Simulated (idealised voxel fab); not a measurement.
This is a process module. Its name is voxel ribs on slabs.
cross-section cut | 150 nm wide | cells 5 nm
Cross-section = grid of square cells, listed top down in bands; band = one or more rows.
Each band's line starts with the height of the band's top and of its bottom, in nm. Then come its materials from left to right, each with its width in nm. One material with "full width" fills the band from edge to edge. "blank" is empty space.
Height is counted from the level 0, under which the received wafer is composed throughout of one material. The lowest of the bands is not closed at the bottom but continues downward, in the notation "z 0 and below".
A two-number width, for instance "30..40", indicates that the width is equal to the first number in the top row of the band and to the second number in the bottom row, and that it changes by a constant amount per row of cells.
"remained unchanged" after a step means that no cell of the cross-section changed.
Closed empty spaces (no open way to the top) of 8 cells or more are what "Closed empty spaces" lists, each as width x height at distance from the left edge, nm for all three.
Whatever follows a step's settings on its line is a remark the simulator itself makes about that step.
overlay nm: on a step with a mask, how far right of its planned place the mask lay; negative means left.
Planned step list for the process:
- 1: RECEIVE,material Si
- 2: DIRECTIONAL_DEP,material SiO2,thk nm 20
- 3: DIRECTIONAL_DEP,material SiN,thk nm 25
- 4: MASKED_ETCH,tone cover,mask id RIB,width nm 25,etch materials SiN,depth nm 15,overlay nm 0
- 5: MASKED_ETCH,tone cover,mask id SLAB,width nm 75,etch materials SiN,depth nm 10,overlay nm 0
- 6: FILL_DEP,material SiO2,thk nm 15
- 7: CMP,height nm 55
- 8: DIRECTIONAL_DEP,material W,thk nm 10
- 9: DIRECTIONAL_DEP,material aC,thk nm 15
- 10: PATTERN,tone cover,mask id HEATER,material resist,width nm 35,thk nm 30,overlay nm 0
- 11: DIRECTIONAL_ETCH,etch materials aC,depth nm 15
- 12: STRIP,etch materials resist
- 13: DIRECTIONAL_ETCH,etch materials W,depth nm 10
- 14: STRIP,etch materials aC
- 15: CONFORMAL_DEP,material SiO2,thk nm 5
As received (post step 1): cross-section:
	z 0 and below  Si full width
	Closed empty spaces: none
End-of-module cross-section of the first of two wafers, processed as planned:
	z 70 to 65  50 nm blank, 45 nm SiO2, 55 nm blank
	z 65 to 60  50 nm blank, 5 nm SiO2, 35 nm W, 5 nm SiO2, 55 nm blank
	z 60 to 55  55 nm SiO2, 35 nm W, 60 nm SiO2
	z 55 to 45  SiO2 full width
	z 45 to 30  60 nm SiO2, 25 nm SiN, 65 nm SiO2
	z 30 to 20  35 nm SiO2, 75 nm SiN, 40 nm SiO2
	z 20 to 0  SiO2 full width
	z 0 and below  Si full width
	Closed empty spaces: none
Module end: cross-section of wafer two of two. Same start and process plan as the first wafer. One mistake during execution:
	z 70 to 65  50 nm blank, 45 nm SiO2, 55 nm blank
	z 65 to 60  50 nm blank, 5 nm SiO2, 35 nm W, 5 nm SiO2, 55 nm blank
	z 60 to 55  55 nm SiO2, 35 nm W, 60 nm SiO2
	z 55 to 45  SiO2 full width
	z 45 to 30  60 nm SiO2, 25 nm SiN, 65 nm SiO2
	z 30 to 20  35 nm SiO2, 75 nm SiN, 40 nm SiO2
	z 20 to 0  W full width
	z 0 and below  Si full width
	Closed empty spaces: none
Misprocessing identified: step 2 off recipe, ran as DIRECTIONAL_DEP,material W,thk nm 20
Count the cells at the end and the second wafer has more or fewer of some materials than the first: -120 SiO2; +120 W
